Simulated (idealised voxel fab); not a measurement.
The following process module bears the name voxel wiring stack.
Square cells of 5 nm make up the cross-section cut, whose width is 170 nm.
Cross-sections here: square-cell grids, written as top-down lists of bands, a band being one or more rows of cells.
What a band's entry tells you: where the top is and where the bottom is, as heights in nm, and after that what lies inside, material by material from left to right, each with its width in nm. Empty space is written as the word "air", and a single material marked with the word "everywhere" occupies the band from edge to edge.
The reference from which all heights are counted is 0, the level beneath which the as-received wafer is entirely one material; the lowest band, having no lower bound, proceeds downward and is written after the example "z 0 and below".
Read "30..40" as a graded width: first number on top, second number at the bottom, same change between each pair of neighbouring rows.
Any step labelled "nothing got changed" changed none of the cells in the cross-section.
The entry titled "Sealed void list" provides the empty spaces that have no open way to the top, restricted to those of 8 cells or more. Each is presented as width x height at distance, the distance being measured from the left edge, with all three in nm.
Post-settings text on a step line: simulator's own remark regarding the step.
Regarding "overlay nm": on a step with a mask, it is the distance the mask lay to the right of its planned place; a negative value places it to the left.
Listed below are the process steps as planned
1) RECEIVE: material Si
2) CONFORMAL_DEP: material SiO2, thk nm 10
3) DIRECTIONAL_DEP: material TiN, thk nm 5
4) DIRECTIONAL_DEP: material Ru, thk nm 25
5) PATTERN: tone cover, mask id METAL_1, material resist, width nm 20, pitch nm 45, thk nm 20, overlay nm 0
6) DIRECTIONAL_ETCH: etch materials Ru, depth nm 25
7) DIRECTIONAL_ETCH: etch materials TiN, depth nm 5
8) STRIP: etch materials resist
9) CONFORMAL_DEP: material SiN, thk nm 5
10) FILL_DEP: material lowk, thk nm 10
11) CMP: height nm 40
12) CONFORMAL_DEP: material SiCN, thk nm 5
13) DIRECTIONAL_DEP: material SiO2, thk nm 10
14) DIRECTIONAL_DEP: material aC, thk nm 10
15) PATTERN: tone open, mask id PLUG_1, material resist, width nm 15, pitch nm 45, thk nm 30, overlay nm 0
16) DIRECTIONAL_ETCH: etch materials aC, depth nm 10
17) STRIP: etch materials resist
18) DIRECTIONAL_ETCH: etch materials SiO2, depth nm 10
19) DIRECTIONAL_ETCH: etch materials SiCN, depth nm 5
20) STRIP: etch materials aC
21) CONFORMAL_DEP: material TiN, thk nm 5
22) FILL_DEP: material Cu, thk nm 5
23) CMP: height nm 55
24) DIRECTIONAL_DEP: material TiN, thk nm 5
25) DIRECTIONAL_DEP: material Ru, thk nm 20
26) PATTERN: tone cover, mask id METAL_2, material resist, width nm 20, pitch nm 45, thk nm 15, overlay nm 0
27) DIRECTIONAL_ETCH: etch materials Ru, depth nm 20
28) DIRECTIONAL_ETCH: etch materials TiN, depth nm 5
29) STRIP: etch materials resist
30) FILL_DEP: material lowk, thk nm 5
31) CMP: height nm 80
32) CONFORMAL_DEP: material SiCN, thk nm 5
Wafer as received: cross-section following step 1
z 0 and below: Si everywhere
Sealed void list: none
Starting structure and process plan are as shown above, but one mistake was made in running the module; the wafer cross-section at the end of the module follows
z 85 to 80: SiCN everywhere
z 80 to 60: 50 lowk, 20 Ru, 25 lowk, 20 Ru, 55 lowk
z 60 to 55: 50 lowk, 20 TiN, 25 lowk, 20 TiN, 55 lowk
z 55 to 45: 50 SiO2, 5 TiN, 5 Cu, 5 TiN, 30 SiO2, 5 TiN, 5 Cu, 5 TiN, 60 SiO2
z 45 to 40: 50 SiCN, 15 TiN, 30 SiCN, 15 TiN, 60 SiCN
z 40 to 15: 50 lowk, 5 SiN, 15 Ru, 5 SiN, 20 lowk, 5 SiN, 15 Ru, 5 SiN, 50 lowk
z 15 to 10: 55 SiN, 15 TiN, 30 SiN, 15 TiN, 55 SiN
z 10 to 0: SiO2 everywhere
z 0 and below: Si everywhere
Sealed void list: none
Finding, execution versus plan: step 5 did not use the planned setting and instead ran as PATTERN: tone cover, mask id METAL_1, material resist, width nm 15, pitch nm 45, thk nm 20, overlay nm 0
